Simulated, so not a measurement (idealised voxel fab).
Herein follows the process module entitled voxel self aligned vias.
Xsec cut, 300 nm wide, square cell size 5 nm.
Heads up, the way a cross-section reads in here is a grid of square cells, handed over as bands from the top down, with every band being one or more rows of cells.
The entry gives the band's vertical extent as a top height and a bottom height in nm, then its horizontal make-up as materials from left to right, each with a width in nm. "empty" stands for empty space; a single material marked "throughout" fills the band edge to edge.
Height is counted from the level 0, under which the received wafer is composed throughout of one material. The lowest of the bands is not closed at the bottom but continues downward, in the notation "top 0, no bottom".
A width such as "30 to 40" changes by the same amount from each row of cells to the next, from the band's top row to its bottom row.
It should be understood that the words "no modification", when stated for a given step, signify that the cross-section underwent no change in any of its cells during that step.
Under "Catalogued sealed voids" you'll find the enclosed gaps, the ones with no way out to the top, that are 8 cells or bigger; each reads width x height at distance, with distance counted from the left edge, everything in nm.
If you see something after the settings on a step's line, that's the simulator's own remark about that step.
When a step includes a mask, the "overlay nm" setting on its line states how far to the right of its planned place that mask lay, and negative values state how far to the left.
## Here's what the planned process steps look like
1,RECEIVE with material Si
2,CONFORMAL_DEP with material SiO2, thk nm 10
3,CONFORMAL_DEP with material SiCN, thk nm 5
4,DIRECTIONAL_DEP with material lowk, thk nm 20
5,DIRECTIONAL_DEP with material aC, thk nm 10
6,PATTERN with tone open, mask id LINES, material resist, width nm 20, pitch nm 70, thk nm 30, overlay nm 0
7,DIRECTIONAL_ETCH with etch materials aC, depth nm 10
8,STRIP with etch materials resist
9,DIRECTIONAL_ETCH with etch materials lowk, depth nm 20
10,STRIP with etch materials aC
11,CONFORMAL_DEP with material TiN, thk nm 5
12,FILL_DEP with material W, thk nm 10
13,CMP with height nm 35
14,SELECTIVE_ETCH with etch materials W Ru TiN, depth nm 5
15,FILL_DEP with material SiN, thk nm 5
16,CMP with height nm 35
17,DIRECTIONAL_DEP with material lowk, thk nm 20
18,PATTERN with tone open, mask id VIAS, material resist, width nm 40, thk nm 20, overlay nm 0
19,DIRECTIONAL_ETCH with etch materials lowk, depth nm 20
20,DIRECTIONAL_ETCH with etch materials SiN, depth nm 5
21,STRIP with etch materials resist
22,CONFORMAL_DEP with material TiN, thk nm 5
23,FILL_DEP with material W, thk nm 10
24,CMP with height nm 55
25,CONFORMAL_DEP with material SiN, thk nm 5
## as received, after step 1
    top 0, no bottom | Si throughout
    Catalogued sealed voids: none
## Figure: cross-sectional view of the wafer upon completion of the module, processed from the initial state and according to the plan depicted above, with one error introduced during execution
    top 60, bottom 55 | SiN throughout
    top 55, bottom 40 | 95 lowk, 5 TiN, 30 W, 5 TiN, 165 lowk
    top 40, bottom 35 | 95 lowk, 40 TiN, 165 lowk
    top 35, bottom 30 | 105 lowk, 20 W, 50 lowk, 20 W, 105 lowk
    top 30, bottom 20 | 105 lowk, 5 TiN, 10 W, 5 TiN, 50 lowk, 5 TiN, 10 W, 5 TiN, 105 lowk
    top 20, bottom 15 | 105 lowk, 20 TiN, 50 lowk, 20 TiN, 105 lowk
    top 15, bottom 10 | SiCN throughout
    top 10, bottom 0 | SiO2 throughout
    top 0, no bottom | Si throughout
    Catalogued sealed voids: none
Processing error: rather than as planned, step 15 actually ran as FILL_DEP with material W, thk nm 5
